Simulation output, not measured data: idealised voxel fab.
The process module that follows is named voxel ribs on slabs.
For reference, the cross-section in this document is cut, with width 185 nm and square cells of 5 nm.
A cross-section is written here as square cells arranged in a grid, and it is given in bands from the top down, each band taking up one or more rows of cells. This entry defines a band. It first specifies the height of the band's top and the height of its bottom in nm, and then specifies the band's materials from left to right, stating each material with its width in nm. The word "everywhere" identifies a single material that fills the band from edge to edge, while the word "air" identifies empty space. Heads up on the height convention: 0 is the point under which the incoming wafer is all one material, and the lowest band has no bottom, it just keeps going down, like "z 0 and below". So if you see something like "30..40" for the width, read it as the top row of the band sitting at the first number and the bottom row at the second, with every row in between moving by the same amount as the last. When a step is marked "nothing different", none of the cells in the cross-section changed during that step. Under "Closed void list" you'll find the enclosed gaps, the ones with no way out to the top, that are 8 cells or bigger; each reads width x height at distance, with distance counted from the left edge, everything in nm. Text after the settings on a step's line: the simulator's own remark on that step. For masked steps, "overlay nm" on the step line gives how far right of plan the mask actually lay; a minus sign means it lay to the left.

## Listed below are the process steps as planned
- 1: RECEIVE (material Si)
- 2: DIRECTIONAL_DEP (material SiO2; thk nm 25)
- 3: DIRECTIONAL_DEP (material polySi; thk nm 15)
- 4: PATTERN (tone cover; mask id RIB; material resist; width nm 15; thk nm 20; overlay nm 0)
- 5: DIRECTIONAL_ETCH (etch materials polySi; depth nm 5)
- 6: STRIP (etch materials resist)
- 7: PATTERN (tone cover; mask id SLAB; material resist; width nm 55; thk nm 20; overlay nm -15)
- 8: DIRECTIONAL_ETCH (etch materials polySi; depth nm 10)
- 9: STRIP (etch materials resist)
- 10: FILL_DEP (material SiO2; thk nm 20)
- 11: CMP (height nm 50)
- 12: DIRECTIONAL_DEP (material TiN; thk nm 5)
- 13: PATTERN (tone cover; mask id HEATER; material resist; width nm 25; thk nm 20; overlay nm 0)
- 14: DIRECTIONAL_ETCH (etch materials TiN; depth nm 5)
- 15: STRIP (etch materials resist)
- 16: CONFORMAL_DEP (material SiO2; thk nm 5)
What sets these wafers apart? The overlay nm at step 7. They all start alike, and the plan carries the first wafer's value.

## As received, i.e. after step 1: cross-section through the first of several wafers
	z 0 and below  Si everywhere
	Closed void list: none

## Below is a per-wafer table. In it, each row describes the wafer at the end of the module by giving, for each material, the number of cells gained (+) or lost (-) since the wafer was received, and after that the closed voids of the wafer
overlay nm -15 | +384 SiO2 | +5 TiN | +25 polySi | Closed void list: none
overlay nm -10 | +384 SiO2 | +5 TiN | +25 polySi | Closed void list: none
overlay nm -5 | +384 SiO2 | +5 TiN | +25 polySi | Closed void list: none
overlay nm 0 | +384 SiO2 | +5 TiN | +25 polySi | Closed void list: none
overlay nm 5 | +384 SiO2 | +5 TiN | +25 polySi | Closed void list: none
overlay nm 10 | +384 SiO2 | +5 TiN | +25 polySi | Closed void list: none
overlay nm 15 | +384 SiO2 | +5 TiN | +25 polySi | Closed void list: none
